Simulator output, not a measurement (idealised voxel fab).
A process module follows: voxel wiring stack.
The width of the displayed cross-section, cut, is 185 nm; its cells are square, with a size of 5 nm.
A cross-section in this document is a grid of square cells, and it is written down as bands, the top band listed before the ones below it; a band is made up of one or more rows of cells. Heads up on the band format: heights come first, top then bottom, in nm. After that it's the materials left to right, each with its width in nm. A single material flagged "everywhere" fills the whole band edge to edge, and "empty" means there's empty space there. Heights from 0 (as-received wafer is one material below). Bottom band endless downward, as "from 0 down". The notation "30..40" denotes a width that varies across the rows of cells in the band, beginning at the first number in the top row, finishing at the second number in the bottom row, and changing by an identical amount from each row to the next. "no modification" -> step changed no cross-section cell. "Sealed voids": empty spaces of 8 cells or more with no open way to the top, each given as width x height at distance, distance from the left edge, all in nm. It should be noted that, on the line of a given step, the content following the step's settings is a remark produced by the simulator itself with respect to that step. On any step carrying a mask, the "overlay nm" setting, if present on the step's line, tells how far right of its planned place the mask lay; negative values point to the left.
Steps in the process plan:
1 RECEIVE, material Si
2 CONFORMAL_DEP, material SiO2, thk nm 10
3 CONFORMAL_DEP, material SiN, thk nm 5
4 DIRECTIONAL_DEP, material SiO2, thk nm 25
5 MASKED_ETCH, tone open, mask id METAL_1, width nm 20, pitch nm 45, etch materials SiO2, depth nm 25, overlay nm 0
6 MASKED_ETCH, tone open, mask id METAL_1, width nm 20, pitch nm 45, etch materials SiN, depth nm 5, overlay nm 0
7 CONFORMAL_DEP, material TiN, thk nm 5
8 FILL_DEP, material Cu, thk nm 5
9 CMP, height nm 40
10 EPI, material Ru, thk nm 5
11 FILL_DEP, material SiCN, thk nm 5
12 DIRECTIONAL_DEP, material lowk, thk nm 30
13 DIRECTIONAL_DEP, material aC, thk nm 10
14 PATTERN, tone open, mask id METAL_2_HOLES, material resist, width nm 15, pitch nm 45, thk nm 30, overlay nm 0
15 DIRECTIONAL_ETCH, etch materials aC, depth nm 10
16 STRIP, etch materials resist
17 DIRECTIONAL_ETCH, etch materials lowk, depth nm 30
18 STRIP, etch materials aC
19 MASKED_ETCH, tone open, mask id METAL_2, width nm 20, pitch nm 45, etch materials lowk, depth nm 20, overlay nm 0
20 MASKED_ETCH, tone open, mask id METAL_2, width nm 20, pitch nm 45, etch materials SiCN, depth nm 5, overlay nm 0
21 CONFORMAL_DEP, material TiN, thk nm 5
22 FILL_DEP, material Cu, thk nm 10
23 CMP, height nm 80
24 CONFORMAL_DEP, material SiN, thk nm 5
Incoming wafer in cross-section (state: after step 1):
  from 0 down: Si everywhere
  Sealed voids: none
First wafer at the end, as planned:
  from 85 to 80: SiN everywhere
  from 80 to 65: 15 nm lowk | 5 nm TiN | 10 nm Cu | 5 nm TiN | 25 nm lowk | 5 nm TiN | 10 nm Cu | 5 nm TiN | 25 nm lowk | 5 nm TiN | 10 nm Cu | 5 nm TiN | 25 nm lowk | 5 nm TiN | 10 nm Cu | 5 nm TiN | 15 nm lowk
  from 65 to 60: 15 nm lowk | 5 nm TiN | 5 nm Cu | 10 nm TiN | 25 nm lowk | 5 nm TiN | 5 nm Cu | 10 nm TiN | 25 nm lowk | 5 nm TiN | 5 nm Cu | 10 nm TiN | 25 nm lowk | 5 nm TiN | 5 nm Cu | 10 nm TiN | 15 nm lowk
  from 60 to 50: 15 nm lowk | 5 nm TiN | 5 nm Cu | 5 nm TiN | 30 nm lowk | 5 nm TiN | 5 nm Cu | 5 nm TiN | 30 nm lowk | 5 nm TiN | 5 nm Cu | 5 nm TiN | 30 nm lowk | 5 nm TiN | 5 nm Cu | 5 nm TiN | 20 nm lowk
  from 50 to 45: 15 nm SiCN | 15 nm TiN | 30 nm SiCN | 15 nm TiN | 30 nm SiCN | 15 nm TiN | 30 nm SiCN | 15 nm TiN | 20 nm SiCN
  from 45 to 40: 10 nm SiCN | 30 nm Ru | 15 nm SiCN | 30 nm Ru | 15 nm SiCN | 30 nm Ru | 15 nm SiCN | 30 nm Ru | 10 nm SiCN
  from 40 to 15: 15 nm SiO2 | 5 nm TiN | 10 nm Cu | 5 nm TiN | 25 nm SiO2 | 5 nm TiN | 10 nm Cu | 5 nm TiN | 25 nm SiO2 | 5 nm TiN | 10 nm Cu | 5 nm TiN | 25 nm SiO2 | 5 nm TiN | 10 nm Cu | 5 nm TiN | 15 nm SiO2
  from 15 to 10: 15 nm SiN | 20 nm TiN | 25 nm SiN | 20 nm TiN | 25 nm SiN | 20 nm TiN | 25 nm SiN | 20 nm TiN | 15 nm SiN
  from 10 to 0: SiO2 everywhere
  from 0 down: Si everywhere
  Sealed voids: none
Module end: cross-section of wafer two of two. Same start and process plan as the first wafer. One mistake during execution:
  from 85 to 80: SiN everywhere
  from 80 to 65: 15 nm lowk | 5 nm TiN | 10 nm Cu | 5 nm TiN | 25 nm lowk | 5 nm TiN | 10 nm Cu | 5 nm TiN | 25 nm lowk | 5 nm TiN | 10 nm Cu | 5 nm TiN | 25 nm lowk | 5 nm TiN | 10 nm Cu | 5 nm TiN | 15 nm lowk
  from 65 to 60: 15 nm lowk | 10 nm TiN | 5 nm Cu | 5 nm TiN | 25 nm lowk | 10 nm TiN | 5 nm Cu | 5 nm TiN | 25 nm lowk | 10 nm TiN | 5 nm Cu | 5 nm TiN | 25 nm lowk | 10 nm TiN | 5 nm Cu | 5 nm TiN | 15 nm lowk
  from 60 to 50: 20 nm lowk | 5 nm TiN | 5 nm Cu | 5 nm TiN | 30 nm lowk | 5 nm TiN | 5 nm Cu | 5 nm TiN | 30 nm lowk | 5 nm TiN | 5 nm Cu | 5 nm TiN | 30 nm lowk | 5 nm TiN | 5 nm Cu | 5 nm TiN | 15 nm lowk
  from 50 to 45: 20 nm SiCN | 15 nm TiN | 30 nm SiCN | 15 nm TiN | 30 nm SiCN | 15 nm TiN | 30 nm SiCN | 15 nm TiN | 15 nm SiCN
  from 45 to 40: 10 nm SiCN | 30 nm Ru | 15 nm SiCN | 30 nm Ru | 15 nm SiCN | 30 nm Ru | 15 nm SiCN | 30 nm Ru | 10 nm SiCN
  from 40 to 15: 15 nm SiO2 | 5 nm TiN | 10 nm Cu | 5 nm TiN | 25 nm SiO2 | 5 nm TiN | 10 nm Cu | 5 nm TiN | 25 nm SiO2 | 5 nm TiN | 10 nm Cu | 5 nm TiN | 25 nm SiO2 | 5 nm TiN | 10 nm Cu | 5 nm TiN | 15 nm SiO2
  from 15 to 10: 15 nm SiN | 20 nm TiN | 25 nm SiN | 20 nm TiN | 25 nm SiN | 20 nm TiN | 25 nm SiN | 20 nm TiN | 15 nm SiN
  from 10 to 0: SiO2 everywhere
  from 0 down: Si everywhere
  Sealed voids: none
Nonconformance to the process plan: for step 14, the planned setting was not used; the step was instead run as PATTERN, tone open, mask id METAL_2_HOLES, material resist, width nm 15, pitch nm 45, thk nm 30, overlay nm 5
Tallied in cells, the final second wafer holds each material in the same quantity as the first, although not at the same places.
